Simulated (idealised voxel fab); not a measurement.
The document below concerns the process module designated voxel capacitor over wiring.
cross-section cut | 165 nm wide | cells 5 nm
Cross-section format: a grid of square cells, given as bands from top to bottom; each band is one or more rows of cells.
Band entry format. Leading values: height of top, height of bottom, nm. Remainder: materials in left-to-right order, each with its width in nm. Special words: "full width" on a single material, which then fills the band edge to edge; "empty", empty space.
Heights from 0 (as-received wafer is one material below). Bottom band endless downward, as "0..down".
Width "30->40": first value at the band's top row of cells, second value at its bottom row, equal change from row to row.
Take "left unchanged" at face value: in the step it is given for, the cross-section changed in none of its cells.
"Sealed void listing" - sealed voids, min. 8 cells, no opening to top; format: width x height at distance (distance from left edge; nm throughout).
It should be noted that, on the line of a given step, the content following the step's settings is a remark produced by the simulator itself with respect to that step.
Each step line may optionally specify "overlay nm", which for a step with a mask gives the rightward distance between the mask's planned place and where it lay, a negative value indicating the leftward direction.
Steps planned for the process:
1: RECEIVE: material Si
2: CONFORMAL_DEP: material SiO2, thk nm 10
3: DIRECTIONAL_DEP: material TiN, thk nm 5
4: DIRECTIONAL_DEP: material W, thk nm 15
5: PATTERN: tone cover, mask id METAL_1, material resist, width nm 30, pitch nm 85, thk nm 15, overlay nm 0
6: DIRECTIONAL_ETCH: etch materials W, depth nm 15
7: DIRECTIONAL_ETCH: etch materials TiN, depth nm 5
8: STRIP: etch materials resist
9: FILL_DEP: material SiO2, thk nm 5
10: CMP: height nm 30
11: CONFORMAL_DEP: material SiCN, thk nm 5
12: DIRECTIONAL_DEP: material SiO2, thk nm 10
13: MASKED_ETCH: tone open, mask id PLUG_1, width nm 15, etch materials SiO2, depth nm 10, overlay nm 0
14: MASKED_ETCH: tone open, mask id PLUG_1, width nm 15, etch materials SiCN, depth nm 5, overlay nm 0
15: EPI: material Ru, thk nm 10
16: EPI: material Ru, thk nm 5
17: DIRECTIONAL_DEP: material TiN, thk nm 5
18: DIRECTIONAL_DEP: material SiN, thk nm 5
19: DIRECTIONAL_DEP: material TiN, thk nm 5
20: MASKED_ETCH: tone cover, mask id UPPER_PLATE, width nm 60, etch materials TiN, depth nm 5, overlay nm 0
21: MASKED_ETCH: tone cover, mask id UPPER_PLATE, width nm 60, etch materials SiN, depth nm 5, overlay nm 0
22: MASKED_ETCH: tone cover, mask id LOWER_PLATE, width nm 70, etch materials TiN, depth nm 5, overlay nm 0
23: FILL_DEP: material SiO2, thk nm 20
24: CMP: height nm 75
25: PATTERN: tone open, mask id PLUG_2, material resist, width nm 15, thk nm 20, overlay nm 0
26: DIRECTIONAL_ETCH: etch materials SiO2, depth nm 15
27: STRIP: etch materials resist
28: CONFORMAL_DEP: material TiN, thk nm 5
29: FILL_DEP: material W, thk nm 5
30: CMP: height nm 75
31: CONFORMAL_DEP: material SiN, thk nm 5
All wafers enter the flow in the same state. The width nm at step 25 differs from wafer to wafer, and the plan gives the value for the first wafer.
Received wafers, first of several: cross-section after step 1:
* 0..down = Si full width
* Sealed void listing: none
Here is how to read the rows: every wafer has a row, and it shows the wafer at the end of the module, giving for each material how many cells were gained (+) or lost (-) since the wafer was received, then listing its closed voids:
width nm 15 | +9 Ru | +30 SiCN | +45 SiN | +361 SiO2 | +45 TiN | +38 W | Sealed void listing: none
width nm 20 | +9 Ru | +30 SiCN | +45 SiN | +358 SiO2 | +46 TiN | +40 W | Sealed void listing: none
width nm 25 | +9 Ru | +30 SiCN | +45 SiN | +355 SiO2 | +47 TiN | +42 W | Sealed void listing: none
width nm 30 | +9 Ru | +30 SiCN | +45 SiN | +352 SiO2 | +48 TiN | +44 W | Sealed void listing: none
